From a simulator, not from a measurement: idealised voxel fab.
Process module heading - voxel wiring stack
Cross-sectional view cut (width: 260 nm; square cell size: 5 nm).
Notation: cross-section as square-cell grid; stated in bands, top first, going down; one or more cell rows per band. Each band's line starts with the height of the band's top and of its bottom, in nm. Then come its materials from left to right, each with its width in nm. One material with "full width" fills the band from edge to edge. "blank" is empty space. Heights are expressed relative to 0, this being the level below which the as-received wafer comprises one material exclusively. The lowest band is unbounded in the downward direction and is denoted as in "0 down". Quick explanation for "30..40": the width changes in equal steps down the rows of cells, from the first number in the band's top row to the second number in its bottom row. "left unchanged", as given for a step, is the statement that not any cell of the cross-section underwent a change during that step. Entry "Trapped void list". Content: empty spaces with no open connection to the top, size 8 cells or greater. Each: width x height at distance. Distance: from left edge. Unit: nm. Anything after a step's settings on that line? It's the simulator's own note about the step. overlay nm: on a step with a mask, how far right of its planned place the mask lay; negative means left. Read the rest as pairs. Take the cross-section before one process step, then the cross-section after it, which shows only down to the lowest band that changed. Under the pair, find the step between them and its settings. Bear in mind that pairs may come from different runs of this module on the same starting wafer: link a pair to the pair above it only where its entry headed "Pre-process state" says to.
## Pre-process state
- 85 to 70 | aC: 60, blank: 30, aC: 25, blank: 30, aC: 25, blank: 30, aC: 60
- 70 to 55 | SiO2: 60, aC: 30, SiO2: 25, aC: 30, SiO2: 25, aC: 30, SiO2: 60
- 55 to 40 | SiO2 full width
- 40 to 35 | SiCN full width
- 35 to 15 | lowk: 70, TiN: 5, W: 20, TiN: 5, lowk: 25, TiN: 5, W: 20, TiN: 5, lowk: 25, TiN: 5, W: 20, TiN: 5, lowk: 50
- 15 to 10 | SiCN: 70, TiN: 30, SiCN: 25, TiN: 30, SiCN: 25, TiN: 30, SiCN: 50
- 10 to 0 | SiO2 full width
- 0 down | Si full width
- Trapped void list: none
## As Processed
- 115 to 85 | resist: 60, blank: 15, resist: 95, blank: 15, resist: 75
- 85 to 70 | aC: 60, blank: 15, resist: 15, aC: 25, resist: 30, aC: 25, blank: 15, resist: 15, aC: 60
- Below 70 it's all the same as before, nothing changed down there.
- Trapped void list: none
Step between the pre-process and post-process cross-sections given above: PATTERN with tone open, mask id METAL_2_HOLES, material resist, width nm 15, pitch nm 110, thk nm 30, overlay nm 0
Pre-process state: it's just the after picture from the pair right above this one.
## As Processed
- 100 to 85 | resist: 60, blank: 15, resist: 95, blank: 15, resist: 75
- 85 to 70 | aC: 60, blank: 15, resist: 15, aC: 25, resist: 30, aC: 25, blank: 15, resist: 15, aC: 60
- 70 to 55 | SiO2: 60, blank: 15, aC: 15, SiO2: 25, aC: 30, SiO2: 25, blank: 15, aC: 15, SiO2: 60
- Below 55 it's all the same as before, nothing changed down there.
- Trapped void list: none
Step between the pre-process and post-process cross-sections given above: DIRECTIONAL_ETCH with etch materials aC, depth nm 15
Pre-process state: it's just the after picture from the pair right above this one.
## As Processed
- 85 to 70 | aC: 60, blank: 30, aC: 25, blank: 30, aC: 25, blank: 30, aC: 60
- Below 70 it's all the same as before, nothing changed down there.
- Trapped void list: none
Step between the pre-process and post-process cross-sections given above: STRIP with etch materials resist
Pre-process state: it's just the after picture from the pair right above this one.
## As Processed
- 85 to 70 | aC: 60, blank: 30, aC: 25, blank: 30, aC: 25, blank: 30, aC: 60
- 70 to 55 | SiO2: 60, blank: 15, aC: 15, SiO2: 25, aC: 30, SiO2: 25, blank: 15, aC: 15, SiO2: 60
- 55 to 40 | SiO2: 60, blank: 15, SiO2: 95, blank: 15, SiO2: 75
- Below 40 it's all the same as before, nothing changed down there.
- Trapped void list: none
Step between the pre-process and post-process cross-sections given above: DIRECTIONAL_ETCH with etch materials SiO2, depth nm 15
Pre-process state: it's just the after picture from the pair right above this one.
## As Processed
- 85 to 70 | aC: 60, blank: 30, aC: 25, blank: 30, aC: 25, blank: 30, aC: 60
- 70 to 55 | SiO2: 60, blank: 15, aC: 15, SiO2: 25, aC: 30, SiO2: 25, blank: 15, aC: 15, SiO2: 60
- 55 to 40 | SiO2: 60, blank: 15, SiO2: 95, blank: 15, SiO2: 75
- 40 to 35 | SiCN: 60, blank: 15, SiCN: 95, blank: 15, SiCN: 75
- Below 35 it's all the same as before, nothing changed down there.
- Trapped void list: none
Step between the pre-process and post-process cross-sections given above: DIRECTIONAL_ETCH with etch materials SiCN, depth nm 5
Pre-process state: it's just the after picture from the pair right above this one.
## As Processed
- 70 to 55 | SiO2: 60, blank: 30, SiO2: 25, blank: 30, SiO2: 25, blank: 30, SiO2: 60
- Below 55 it's all the same as before, nothing changed down there.
- Trapped void list: none
Step between the pre-process and post-process cross-sections given above: STRIP with etch materials aC
Pre-process state: it's just the after picture from the pair right above this one.
## As Processed
- 75 to 70 | TiN: 65, blank: 20, TiN: 35, blank: 20, TiN: 35, blank: 20, TiN: 65
- 70 to 60 | SiO2: 60, TiN: 5, blank: 20, TiN: 5, SiO2: 25, TiN: 5, blank: 20, TiN: 5, SiO2: 25, TiN: 5, blank: 20, TiN: 5, SiO2: 60
- 60 to 55 | SiO2: 60, TiN: 5, blank: 5, TiN: 20, SiO2: 25, TiN: 30, SiO2: 25, TiN: 5, blank: 5, TiN: 20, SiO2: 60
- 55 to 40 | SiO2: 60, TiN: 5, blank: 5, TiN: 5, SiO2: 95, TiN: 5, blank: 5, TiN: 5, SiO2: 75
- 40 to 35 | SiCN: 60, TiN: 15, SiCN: 95, TiN: 15, SiCN: 75
- Below 35 it's all the same as before, nothing changed down there.
- Trapped void list: none
Step between the pre-process and post-process cross-sections given above: CONFORMAL_DEP with material TiN, thk nm 5
Pre-process state: it's just the after picture from the pair right above this one.
## As Processed
- 80 to 75 | Ru full width
- 75 to 70 | TiN: 65, Ru: 20, TiN: 35, Ru: 20, TiN: 35, Ru: 20, TiN: 65
- 70 to 60 | SiO2: 60, TiN: 5, Ru: 20, TiN: 5, SiO2: 25, TiN: 5, Ru: 20, TiN: 5, SiO2: 25, TiN: 5, Ru: 20, TiN: 5, SiO2: 60
- 60 to 55 | SiO2: 60, TiN: 5, Ru: 5, TiN: 20, SiO2: 25, TiN: 30, SiO2: 25, TiN: 5, Ru: 5, TiN: 20, SiO2: 60
- 55 to 40 | SiO2: 60, TiN: 5, Ru: 5, TiN: 5, SiO2: 95, TiN: 5, Ru: 5, TiN: 5, SiO2: 75
- Below 40 it's all the same as before, nothing changed down there.
- Trapped void list: none
Step between the pre-process and post-process cross-sections given above: FILL_DEP with material Ru, thk nm 5
Pre-process state: it's just the after picture from the pair right above this one.
## As Processed
- 70 to 60 | SiO2: 60, TiN: 5, Ru: 20, TiN: 5, SiO2: 25, TiN: 5, Ru: 20, TiN: 5, SiO2: 25, TiN: 5, Ru: 20, TiN: 5, SiO2: 60
- Below 60 it's all the same as before, nothing changed down there.
- Trapped void list: none
Step between the pre-process and post-process cross-sections given above: CMP with height nm 70
Pre-process state: it's just the after picture from the pair right above this one.
## As Processed
- 75 to 70 | SiCN full width
- Below 70 it's all the same as before, nothing changed down there.
- Trapped void list: none
Step between the pre-process and post-process cross-sections given above: CONFORMAL_DEP with material SiCN, thk nm 5
## Pre-process state
- 10 to 0 | SiO2 full width
- 0 down | Si full width
- Trapped void list: none
## As Processed
- 15 to 10 | Ru full width
- Below 10 it's all the same as before, nothing changed down there.
- Trapped void list: none
Step between the pre-process and post-process cross-sections given above: CONFORMAL_DEP with material Ru, thk nm 5
Pre-process state: it's just the after picture from the pair right above this one.
## As Processed
- 35 to 15 | lowk full width
- Below 15 it's all the same as before, nothing changed down there.
- Trapped void list: none
Step between the pre-process and post-process cross-sections given above: DIRECTIONAL_DEP with material lowk, thk nm 20
Pre-process state: it's just the after picture from the pair right above this one.
## As Processed
- 50 to 35 | resist: 60, blank: 30, resist: 25, blank: 30, resist: 25, blank: 30, resist: 60
- Below 35 it's all the same as before, nothing changed down there.
- Trapped void list: none
Step between the pre-process and post-process cross-sections given above: PATTERN with tone open, mask id METAL_1, material resist, width nm 30, pitch nm 55, thk nm 15, overlay nm 0
Pre-process state: it's just the after picture from the pair right above this one.
## As Processed
- 50 to 35 | resist: 60, blank: 30, resist: 25, blank: 30, resist: 25, blank: 30, resist: 60
- 35 to 15 | lowk: 60, blank: 30, lowk: 25, blank: 30, lowk: 25, blank: 30, lowk: 60
- Below 15 it's all the same as before, nothing changed down there.
- Trapped void list: none
Step between the pre-process and post-process cross-sections given above: DIRECTIONAL_ETCH with etch materials lowk, depth nm 20
Pre-process state: it's just the after picture from the pair right above this one.
## As Processed
- 35 to 15 | lowk: 60, blank: 30, lowk: 25, blank: 30, lowk: 25, blank: 30, lowk: 60
- Below 15 it's all the same as before, nothing changed down there.
- Trapped void list: none
Step between the pre-process and post-process cross-sections given above: STRIP with etch materials resist
Pre-process state: it's just the after picture from the pair right above this one.
## As Processed
- 40 to 35 | TiN: 65, blank: 20, TiN: 35, blank: 20, TiN: 35, blank: 20, TiN: 65
- 35 to 20 | lowk: 60, TiN: 5, blank: 20, TiN: 5, lowk: 25, TiN: 5, blank: 20, TiN: 5, lowk: 25, TiN: 5, blank: 20, TiN: 5, lowk: 60
- 20 to 15 | lowk: 60, TiN: 30, lowk: 25, TiN: 30, lowk: 25, TiN: 30, lowk: 60
- Below 15 it's all the same as before, nothing changed down there.
- Trapped void list: none
Step between the pre-process and post-process cross-sections given above: CONFORMAL_DEP with material TiN, thk nm 5
Pre-process state: it's just the after picture from the pair right above this one.
## As Processed
- 45 to 40 | W full width
- 40 to 35 | TiN: 65, W: 20, TiN: 35, W: 20, TiN: 35, W: 20, TiN: 65
- 35 to 20 | lowk: 60, TiN: 5, W: 20, TiN: 5, lowk: 25, TiN: 5, W: 20, TiN: 5, lowk: 25, TiN: 5, W: 20, TiN: 5, lowk: 60
- Below 20 it's all the same as before, nothing changed down there.
- Trapped void list: none
Step between the pre-process and post-process cross-sections given above: FILL_DEP with material W, thk nm 5
Pre-process state: it's just the after picture from the pair right above this one.
## As Processed
- 35 to 20 | lowk: 60, TiN: 5, W: 20, TiN: 5, lowk: 25, TiN: 5, W: 20, TiN: 5, lowk: 25, TiN: 5, W: 20, TiN: 5, lowk: 60
- Below 20 it's all the same as before, nothing changed down there.
- Trapped void list: none
Step between the pre-process and post-process cross-sections given above: CMP with height nm 35
Pre-process state: it's just the after picture from the pair right above this one.
## As Processed
- 40 to 35 | SiCN full width
- Below 35 it's all the same as before, nothing changed down there.
- Trapped void list: none
Step between the pre-process and post-process cross-sections given above: CONFORMAL_DEP with material SiCN, thk nm 5
Pre-process state: it's just the after picture from the pair right above this one.
## As Processed
- 70 to 40 | SiO2 full width
- Below 40 it's all the same as before, nothing changed down there.
- Trapped void list: none
Step between the pre-process and post-process cross-sections given above: DIRECTIONAL_DEP with material SiO2, thk nm 30
Pre-process state: it's just the after picture from the pair right above this one.
## As Processed
- 85 to 70 | resist: 60, blank: 30, resist: 25, blank: 30, resist: 25, blank: 30, resist: 60
- Below 70 it's all the same as before, nothing changed down there.
- Trapped void list: none
Step between the pre-process and post-process cross-sections given above: PATTERN with tone open, mask id METAL_2, material resist, width nm 30, pitch nm 55, thk nm 15, overlay nm 0
Pre-process state: it's just the after picture from the pair right above this one.
## As Processed
- 85 to 70 | resist: 60, blank: 30, resist: 25, blank: 30, resist: 25, blank: 30, resist: 60
- 70 to 55 | SiO2: 60, blank: 30, SiO2: 25, blank: 30, SiO2: 25, blank: 30, SiO2: 60
- Below 55 it's all the same as before, nothing changed down there.
- Trapped void list: none
Step between the pre-process and post-process cross-sections given above: DIRECTIONAL_ETCH with etch materials SiO2, depth nm 15
Pre-process state: it's just the after picture from the pair right above this one.
## As Processed
- 70 to 55 | SiO2: 60, blank: 30, SiO2: 25, blank: 30, SiO2: 25, blank: 30, SiO2: 60
- Below 55 it's all the same as before, nothing changed down there.
- Trapped void list: none
Step between the pre-process and post-process cross-sections given above: STRIP with etch materials resist
Pre-process state: it's just the after picture from the pair right above this one.
## As Processed
- 85 to 70 | aC: 60, blank: 30, aC: 25, blank: 30, aC: 25, blank: 30, aC: 60
- 70 to 55 | SiO2: 60, aC: 30, SiO2: 25, aC: 30, SiO2: 25, aC: 30, SiO2: 60
- Below 55 it's all the same as before, nothing changed down there.
- Trapped void list: none
Step between the pre-process and post-process cross-sections given above: DIRECTIONAL_DEP with material aC, thk nm 15
Pre-process state: it's just the after picture from the pair right above this one.
## As Processed
- 115 to 85 | resist: 60, blank: 15, resist: 95, blank: 15, resist: 75
- 85 to 70 | aC: 60, blank: 15, resist: 15, aC: 25, resist: 30, aC: 25, blank: 15, resist: 15, aC: 60
- Below 70 it's all the same as before, nothing changed down there.
- Trapped void list: none
Step between the pre-process and post-process cross-sections given above: PATTERN with tone open, mask id METAL_2_HOLES, material resist, width nm 15, pitch nm 110, thk nm 30, overlay nm 0
Pre-process state: it's just the after picture from the pair right above this one.
## As Processed
- 100 to 85 | resist: 60, blank: 15, resist: 95, blank: 15, resist: 75
- 85 to 70 | aC: 60, blank: 15, resist: 15, aC: 25, resist: 30, aC: 25, blank: 15, resist: 15, aC: 60
- 70 to 55 | SiO2: 60, blank: 15, aC: 15, SiO2: 25, aC: 30, SiO2: 25, blank: 15, aC: 15, SiO2: 60
- Below 55 it's all the same as before, nothing changed down there.
- Trapped void list: none
Step between the pre-process and post-process cross-sections given above: DIRECTIONAL_ETCH with etch materials aC, depth nm 15
Pre-process state: it's just the after picture from the pair right above this one.
## As Processed
- 85 to 70 | aC: 60, blank: 30, aC: 25, blank: 30, aC: 25, blank: 30, aC: 60
- Below 70 it's all the same as before, nothing changed down there.
- Trapped void list: none
Step between the pre-process and post-process cross-sections given above: STRIP with etch materials resist
Pre-process state: it's just the after picture from the pair right above this one.
## As Processed
- 85 to 70 | aC: 60, blank: 30, aC: 25, blank: 30, aC: 25, blank: 30, aC: 60
- 70 to 55 | SiO2: 60, blank: 15, aC: 15, SiO2: 25, aC: 30, SiO2: 25, blank: 15, aC: 15, SiO2: 60
- 55 to 40 | SiO2: 60, blank: 15, SiO2: 95, blank: 15, SiO2: 75
- Below 40 it's all the same as before, nothing changed down there.
- Trapped void list: none
Step between the pre-process and post-process cross-sections given above: DIRECTIONAL_ETCH with etch materials SiO2, depth nm 15
Pre-process state: it's just the after picture from the pair right above this one.
## As Processed
- 85 to 70 | aC: 60, blank: 30, aC: 25, blank: 30, aC: 25, blank: 30, aC: 60
- 70 to 55 | SiO2: 60, blank: 15, aC: 15, SiO2: 25, aC: 30, SiO2: 25, blank: 15, aC: 15, SiO2: 60
- 55 to 40 | SiO2: 60, blank: 15, SiO2: 95, blank: 15, SiO2: 75
- 40 to 35 | SiCN: 60, blank: 15, SiCN: 95, blank: 15, SiCN: 75
- Below 35 it's all the same as before, nothing changed down there.
- Trapped void list: none
Step between the pre-process and post-process cross-sections given above: DIRECTIONAL_ETCH with etch materials SiCN, depth nm 5
Pre-process state: it's just the after picture from the pair right above this one.
## As Processed
- 70 to 55 | SiO2: 60, blank: 30, SiO2: 25, blank: 30, SiO2: 25, blank: 30, SiO2: 60
- Below 55 it's all the same as before, nothing changed down there.
- Trapped void list: none
Step between the pre-process and post-process cross-sections given above: STRIP with etch materials aC
Pre-process state: it's just the after picture from the pair right above this one.
## As Processed
- 75 to 70 | TiN: 65, blank: 20, TiN: 35, blank: 20, TiN: 35, blank: 20, TiN: 65
- 70 to 60 | SiO2: 60, TiN: 5, blank: 20, TiN: 5, SiO2: 25, TiN: 5, blank: 20, TiN: 5, SiO2: 25, TiN: 5, blank: 20, TiN: 5, SiO2: 60
- 60 to 55 | SiO2: 60, TiN: 5, blank: 5, TiN: 20, SiO2: 25, TiN: 30, SiO2: 25, TiN: 5, blank: 5, TiN: 20, SiO2: 60
- 55 to 40 | SiO2: 60, TiN: 5, blank: 5, TiN: 5, SiO2: 95, TiN: 5, blank: 5, TiN: 5, SiO2: 75
- 40 to 35 | SiCN: 60, TiN: 15, SiCN: 95, TiN: 15, SiCN: 75
- Below 35 it's all the same as before, nothing changed down there.
- Trapped void list: none
Step between the pre-process and post-process cross-sections given above: CONFORMAL_DEP with material TiN, thk nm 5
Pre-process state: it's just the after picture from the pair right above this one.
## As Processed
- 80 to 75 | Ru full width
- 75 to 70 | TiN: 65, Ru: 20, TiN: 35, Ru: 20, TiN: 35, Ru: 20, TiN: 65
- 70 to 60 | SiO2: 60, TiN: 5, Ru: 20, TiN: 5, SiO2: 25, TiN: 5, Ru: 20, TiN: 5, SiO2: 25, TiN: 5, Ru: 20, TiN: 5, SiO2: 60
- 60 to 55 | SiO2: 60, TiN: 5, Ru: 5, TiN: 20, SiO2: 25, TiN: 30, SiO2: 25, TiN: 5, Ru: 5, TiN: 20, SiO2: 60
- 55 to 40 | SiO2: 60, TiN: 5, Ru: 5, TiN: 5, SiO2: 95, TiN: 5, Ru: 5, TiN: 5, SiO2: 75
- Below 40 it's all the same as before, nothing changed down there.
- Trapped void list: none
Step between the pre-process and post-process cross-sections given above: FILL_DEP with material Ru, thk nm 5
Pre-process state: it's just the after picture from the pair right above this one.
## As Processed
- 70 to 60 | SiO2: 60, TiN: 5, Ru: 20, TiN: 5, SiO2: 25, TiN: 5, Ru: 20, TiN: 5, SiO2: 25, TiN: 5, Ru: 20, TiN: 5, SiO2: 60
- Below 60 it's all the same as before, nothing changed down there.
- Trapped void list: none
Step between the pre-process and post-process cross-sections given above: CMP with height nm 70
Pre-process state: it's just the after picture from the pair right above this one.
## As Processed
- 75 to 70 | SiCN full width
- Below 70 it's all the same as before, nothing changed down there.
- Trapped void list: none
Step between the pre-process and post-process cross-sections given above: CONFORMAL_DEP with material SiCN, thk nm 5
## Pre-process state
- 70 to 40 | SiO2 full width
- 40 to 35 | SiCN full width
- 35 to 15 | lowk: 60, TiN: 5, W: 20, TiN: 5, lowk: 25, TiN: 5, W: 20, TiN: 5, lowk: 25, TiN: 5, W: 20, TiN: 5, lowk: 60
- 15 to 10 | SiCN: 60, TiN: 30, SiCN: 25, TiN: 30, SiCN: 25, TiN: 30, SiCN: 60
- 10 to 0 | SiO2 full width
- 0 down | Si full width
- Trapped void list: none
## As Processed
- 85 to 70 | blank: 60, resist: 30, blank: 25, resist: 30, blank: 25, resist: 30, blank: 60
- Below 70 it's all the same as before, nothing changed down there.
- Trapped void list: none
Step between the pre-process and post-process cross-sections given above: PATTERN with tone cover, mask id METAL_2, material resist, width nm 30, pitch nm 55, thk nm 15, overlay nm 0
Pre-process state: it's just the after picture from the pair right above this one.
## As Processed
- 85 to 70 | blank: 60, resist: 30, blank: 25, resist: 30, blank: 25, resist: 30, blank: 60
- 70 to 55 | blank: 60, SiO2: 30, blank: 25, SiO2: 30, blank: 25, SiO2: 30, blank: 60
- Below 55 it's all the same as before, nothing changed down there.
- Trapped void list: none
Step between the pre-process and post-process cross-sections given above: DIRECTIONAL_ETCH with etch materials SiO2, depth nm 15
Pre-process state: it's just the after picture from the pair right above this one.
## As Processed
- 70 to 55 | blank: 60, SiO2: 30, blank: 25, SiO2: 30, blank: 25, SiO2: 30, blank: 60
- Below 55 it's all the same as before, nothing changed down there.
- Trapped void list: none
Step between the pre-process and post-process cross-sections given above: STRIP with etch materials resist
Pre-process state: it's just the after picture from the pair right above this one.
## As Processed
- 85 to 70 | blank: 60, aC: 30, blank: 25, aC: 30, blank: 25, aC: 30, blank: 60
- 70 to 55 | aC: 60, SiO2: 30, aC: 25, SiO2: 30, aC: 25, SiO2: 30, aC: 60
- Below 55 it's all the same as before, nothing changed down there.
- Trapped void list: none
Step between the pre-process and post-process cross-sections given above: DIRECTIONAL_DEP with material aC, thk nm 15
Pre-process state: it's just the after picture from the pair right above this one.
## As Processed
- 115 to 85 | resist: 60, blank: 15, resist: 95, blank: 15, resist: 75
- 85 to 70 | resist: 60, aC: 30, resist: 25, aC: 30, resist: 25, aC: 30, resist: 60
- Below 70 it's all the same as before, nothing changed down there.
- Trapped void list: none
Step between the pre-process and post-process cross-sections given above: PATTERN with tone open, mask id METAL_2_HOLES, material resist, width nm 15, pitch nm 110, thk nm 30, overlay nm 0
Pre-process state: it's just the after picture from the pair right above this one.
## As Processed
- 100 to 85 | resist: 60, blank: 15, resist: 95, blank: 15, resist: 75
- 85 to 70 | resist: 60, blank: 15, aC: 15, resist: 25, aC: 30, resist: 25, blank: 15, aC: 15, resist: 60
- Below 70 it's all the same as before, nothing changed down there.
- Trapped void list: none
Step between the pre-process and post-process cross-sections given above: DIRECTIONAL_ETCH with etch materials aC, depth nm 15
Pre-process state: it's just the after picture from the pair right above this one.
## As Processed
- 85 to 70 | blank: 75, aC: 15, blank: 25, aC: 30, blank: 40, aC: 15, blank: 60
- Below 70 it's all the same as before, nothing changed down there.
- Trapped void list: none
Step between the pre-process and post-process cross-sections given above: STRIP with etch materials resist
Pre-process state: it's just the after picture from the pair right above this one.
## As Processed
- 85 to 70 | blank: 75, aC: 15, blank: 25, aC: 30, blank: 40, aC: 15, blank: 60
- 70 to 55 | aC: 60, blank: 15, SiO2: 15, aC: 25, SiO2: 30, aC: 25, blank: 15, SiO2: 15, aC: 60
- Below 55 it's all the same as before, nothing changed down there.
- Trapped void list: none
Step between the pre-process and post-process cross-sections given above: DIRECTIONAL_ETCH with etch materials SiO2, depth nm 15
Pre-process state: it's just the after picture from the pair right above this one.
## As Processed
- 70 to 55 | blank: 75, SiO2: 15, blank: 25, SiO2: 30, blank: 40, SiO2: 15, blank: 60
- Below 55 it's all the same as before, nothing changed down there.
- Trapped void list: none
Step between the pre-process and post-process cross-sections given above: STRIP with etch materials aC
Pre-process state: it's just the after picture from the pair right above this one.
## As Processed
- 75 to 70 | blank: 70, TiN: 25, blank: 15, TiN: 40, blank: 30, TiN: 25, blank: 55
- 70 to 60 | blank: 70, TiN: 5, SiO2: 15, TiN: 5, blank: 15, TiN: 5, SiO2: 30, TiN: 5, blank: 30, TiN: 5, SiO2: 15, TiN: 5, blank: 55
- 60 to 55 | TiN: 75, SiO2: 15, TiN: 25, SiO2: 30, TiN: 40, SiO2: 15, TiN: 60
- Below 55 it's all the same as before, nothing changed down there.
- Trapped void list: none
Step between the pre-process and post-process cross-sections given above: CONFORMAL_DEP with material TiN, thk nm 5
Pre-process state: it's just the after picture from the pair right above this one.
## As Processed
- 80 to 75 | Ru full width
- 75 to 70 | Ru: 70, TiN: 25, Ru: 15, TiN: 40, Ru: 30, TiN: 25, Ru: 55
- 70 to 60 | Ru: 70, TiN: 5, SiO2: 15, TiN: 5, Ru: 15, TiN: 5, SiO2: 30, TiN: 5, Ru: 30, TiN: 5, SiO2: 15, TiN: 5, Ru: 55
- Below 60 it's all the same as before, nothing changed down there.
- Trapped void list: none
Step between the pre-process and post-process cross-sections given above: FILL_DEP with material Ru, thk nm 5
Pre-process state: it's just the after picture from the pair right above this one.
## As Processed
- 70 to 60 | Ru: 70, TiN: 5, SiO2: 15, TiN: 5, Ru: 15, TiN: 5, SiO2: 30, TiN: 5, Ru: 30, TiN: 5, SiO2: 15, TiN: 5, Ru: 55
- Below 60 it's all the same as before, nothing changed down there.
- Trapped void list: none
Step between the pre-process and post-process cross-sections given above: CMP with height nm 70
Pre-process state: it's just the after picture from the pair right above this one.
## As Processed
- 75 to 70 | SiCN full width
- Below 70 it's all the same as before, nothing changed down there.
- Trapped void list: none
Step between the pre-process and post-process cross-sections given above: CONFORMAL_DEP with material SiCN, thk nm 5
